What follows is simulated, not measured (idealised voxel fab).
process module | voxel self aligned contacts
cross-section cut | 170 nm wide | cells 5 nm
A cross-section is a grid of square cells, given in bands from the top down. A band is one or more rows of cells.
Each band's line starts with the height of the band's top and of its bottom, in nm. Then come its materials from left to right, each with its width in nm. One material with "throughout" fills the band from edge to edge. "air" is empty space.
Height 0 is the level under which the wafer as received is all one material. The lowest band goes on downwards, as in "0 down".
A width such as "30 to 40" changes by the same amount from each row of cells to the next, from the band's top row to its bottom row.
"no change" after a step means that no cell of the cross-section changed.
closed voids: empty space of 8 cells or more with no open way to the top, each as width x height at its distance from the left edge, in nm
after a step's settings: what the simulator itself notes on the step
overlay nm, on a step with a mask: how far to the right of its planned place the mask lay; to the left if negative
plan
1 op RECEIVE | material Si
2 op CONFORMAL_DEP | material SiO2 | thk nm 5
3 op DIRECTIONAL_DEP | material polySi | thk nm 25
4 op DIRECTIONAL_DEP | material SiN | thk nm 20
5 op PATTERN | tone cover | mask id GATE | material resist | width nm 35 | pitch nm 70 | thk nm 15 | overlay nm 0
6 op DIRECTIONAL_ETCH | etch materials SiN | depth nm 20
7 op DIRECTIONAL_ETCH | etch materials polySi | depth nm 25
8 op STRIP | etch materials resist
9 op CONFORMAL_DEP | material SiN | thk nm 10
10 op DIRECTIONAL_ETCH | etch materials SiN | depth nm 10
11 op FILL_DEP | material SiO2 | thk nm 20
12 op CMP | height nm 60
13 op PATTERN | tone open | mask id CONTACT | material resist | width nm 55 | thk nm 15 | overlay nm 0
14 op DIRECTIONAL_ETCH | etch materials SiO2 | depth nm 60
15 op STRIP | etch materials resist
16 op CONFORMAL_DEP | material TiN | thk nm 5
17 op FILL_DEP | material Ru | thk nm 10
18 op CMP | height nm 60
19 op CONFORMAL_DEP | material SiCN | thk nm 5
as received, after step 1
  0 down: Si throughout
  closed voids: none
first wafer at the end, as planned
  65 to 60: SiCN throughout
  60 to 50: SiO2 55 | TiN 5 to 25 | Ru 45 to 5 | TiN 5 to 25 | SiO2 60
  50 to 30: SiO2 20 | SiN 55 | TiN 5 | Ru 5 | TiN 5 | SiN 55 | SiO2 25
  30 to 5: SiO2 20 | SiN 10 | polySi 35 | SiN 10 | TiN 5 | Ru 5 | TiN 5 | SiN 10 | polySi 35 | SiN 10 | SiO2 25
  5 to 0: SiO2 75 | TiN 15 | SiO2 80
  0 down: Si throughout
  closed voids: none
second wafer at the end: like start, like plan, one mistake
  65 to 60: SiCN throughout
  60 to 45: SiO2 20 | SiN 55 | TiN 5 | Ru 5 | TiN 5 | SiN 55 | SiO2 25
  45 to 40: SiO2 20 | SiN 55 | TiN 15 | SiN 55 | SiO2 25
  40 to 30: SiN throughout
  30 to 5: polySi throughout
  5 to 0: SiO2 throughout
  0 down: Si throughout
  closed voids: none
what went wrong: step 4 ran as: op DIRECTIONAL_DEP | material SiN | thk nm 30
at the end the second wafer has, in cells: 16 fewer of Ru | 28 more of SiN | 88 fewer of SiO2 | 24 fewer of TiN | 100 more of polySi
